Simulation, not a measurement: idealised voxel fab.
Module name: voxel trench capacitor (process module)
The figure presents cross-section cut, which has a width of 170 nm and is divided into square cells with an edge length of 5 nm.
A cross-section is written here as square cells arranged in a grid, and it is given in bands from the top down, each band taking up one or more rows of cells. First you get the band's top height and its bottom height, in nm, and then the materials it's made of, left to right, with each width in nm. If you see a single material with "all across", that one covers the band edge to edge. "empty" is empty space. A quick word on heights: they are counted from 0, and under that level the wafer as it came to us is one material throughout. The lowest band is different from the rest in having no bottom; it simply continues downward, written as in "from 0 down". Top row gets the first number, bottom row gets the second, and each row in between changes by the same step: that is how a band width like "30 to 40" works. It should be understood that the words "no change occurred", when stated for a given step, signify that the cross-section underwent no change in any of its cells during that step. Any empty space of 8 cells or more lacking an open way to the top shows up in "Enclosed void entries" as width x height at distance, distance from the left edge, in nm. On each step's line, the part that comes after the settings is the simulator's own comment on the step. overlay nm, on a step with a mask: how far to the right of its planned place the mask lay; to the left if negative.

**This section lists the process steps that were planned**
1,RECEIVE, material Si
2,CONFORMAL_DEP, material SiN, thk nm 10
3,DIRECTIONAL_DEP, material aC, thk nm 15
4,PATTERN, tone open, mask id TRENCH, material resist, width nm 25, pitch nm 45, thk nm 35, overlay nm 0
5,DIRECTIONAL_ETCH, etch materials aC, depth nm 15
6,STRIP, etch materials resist
7,DIRECTIONAL_ETCH, etch materials SiN, depth nm 10
8,DIRECTIONAL_ETCH, etch materials Si, depth nm 40
9,STRIP, etch materials aC
10,CONFORMAL_DEP, material Al2O3, thk nm 5
11,CONFORMAL_DEP, material TiN, thk nm 5
12,FILL_DEP, material W, thk nm 5
13,CMP, height nm 10

**Shown in cross-section is the wafer as received, that is, as it stands after step 1**
	from 0 down = Si all across
	Enclosed void entries: none

**Cross-sectional view of the first of the two wafers upon completion of the module, processed in accordance with the plan**
	from 10 to 0 = 25 of SiN, 5 of Al2O3, 5 of TiN, 5 of W, 5 of TiN, 5 of Al2O3, 20 of SiN, 5 of Al2O3, 5 of TiN, 5 of W, 5 of TiN, 5 of Al2O3, 20 of SiN, 5 of Al2O3, 5 of TiN, 5 of W, 5 of TiN, 5 of Al2O3, 30 of SiN
	from 0 to -30 = 25 of Si, 5 of Al2O3, 5 of TiN, 5 of W, 5 of TiN, 5 of Al2O3, 20 of Si, 5 of Al2O3, 5 of TiN, 5 of W, 5 of TiN, 5 of Al2O3, 20 of Si, 5 of Al2O3, 5 of TiN, 5 of W, 5 of TiN, 5 of Al2O3, 30 of Si
	from -30 to -35 = 25 of Si, 5 of Al2O3, 15 of TiN, 5 of Al2O3, 20 of Si, 5 of Al2O3, 15 of TiN, 5 of Al2O3, 20 of Si, 5 of Al2O3, 15 of TiN, 5 of Al2O3, 30 of Si
	from -35 to -40 = 25 of Si, 25 of Al2O3, 20 of Si, 25 of Al2O3, 20 of Si, 25 of Al2O3, 30 of Si
	from -40 down = Si all across
	Enclosed void entries: none

**Cross-sectional image of the second wafer of the two following completion of the module. Starting state and process plan were the same as for the first wafer; one execution error occurred**
	from 10 to 0 = TiN all across
	from 0 down = Si all across
	Enclosed void entries: none
Want to know what went wrong? step 2 was run on a setting that differed from the plan, and what really ran there is CONFORMAL_DEP, material TiN, thk nm 10
The final cell counts differ between the wafers, with the second having more or fewer of some materials than the first: -69 Al2O3 | +120 Si | -38 SiN | +11 TiN | -24 W
